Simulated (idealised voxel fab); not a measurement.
The document below concerns the process module designated voxel air gaps.
Xsec cut, 210 nm wide, square cell size 5 nm.
Reading order for cross-sections: top band down to bottom band. Underlying form: a grid of square cells. Band size: one or more rows of cells. In this notation a band is specified by the heights of its top and bottom, in that order and in nm, after which its materials appear from left to right, each paired with its width in nm. The word "throughout" attached to a single material means that material fills the band from edge to edge; the word "air" stands for empty space. It should be noted that heights are counted from 0, beneath which the wafer as supplied is of one material throughout, and that the lowest band possesses no lower boundary but continues downward, as written in "0 down". It should be noted that a width expressed as "30 to 40" varies in equal increments from row to row of cells within the band, taking the value of the first number at the top row and that of the second number at the bottom row. A step reported as "identical to before" is a step in which no cell of the cross-section changed. Listed in "Catalogued sealed voids": every empty space of 8 or more cells without an open way to the top. Form: width x height at distance, the distance being from the left edge, all in nm. Heads up: the bit after the settings on a step's line is the simulator's remark on that step. If you see "overlay nm" on a step's line and that step has a mask, it's telling you how far right of where it was planned the mask ended up; a negative number means it went left instead.
# Here's what the planned process steps look like
1,RECEIVE,material Si
2,CONFORMAL_DEP,material SiO2,thk nm 10
3,CONFORMAL_DEP,material SiN,thk nm 5
4,DIRECTIONAL_DEP,material lowk,thk nm 40
5,PATTERN,tone open,mask id LINES,material resist,width nm 15,pitch nm 40,thk nm 15,overlay nm 0
6,DIRECTIONAL_ETCH,etch materials lowk,depth nm 40
7,STRIP,etch materials resist
8,CONFORMAL_DEP,material TiN,thk nm 5
9,FILL_DEP,material Ru,thk nm 10
10,CMP,height nm 55
11,EPI,material Ru,thk nm 10
12,SELECTIVE_ETCH,etch materials lowk,depth nm 50
13,CONFORMAL_DEP,material SiCN,thk nm 5
Be aware that, although all wafers share a common starting state, the thk nm at step 3 differs among them, and the plan displays the first wafer's value.
# Cross-sectional view of the first of several wafers in the as-received condition, corresponding to the state following step 1
  0 down | Si throughout
  Catalogued sealed voids: none
# Each row below is a wafer at the end of the module, listing for every material the number of cells it has gained (+) or lost (-) since it was received, followed by its closed voids
thk nm 5; +63 Ru; +118 SiCN; +42 SiN; +84 SiO2; +51 TiN; Catalogued sealed voids: 15 x 30 at 75; 15 x 30 at 115
thk nm 10; +60 Ru; +112 SiCN; +84 SiN; +84 SiO2; +45 TiN; Catalogued sealed voids: 15 x 25 at 75; 15 x 25 at 115
thk nm 15; +57 Ru; +106 SiCN; +126 SiN; +84 SiO2; +39 TiN; Catalogued sealed voids: 15 x 20 at 75; 15 x 20 at 115
thk nm 20; +54 Ru; +100 SiCN; +168 SiN; +84 SiO2; +33 TiN; Catalogued sealed voids: 15 x 15 at 75; 15 x 15 at 115
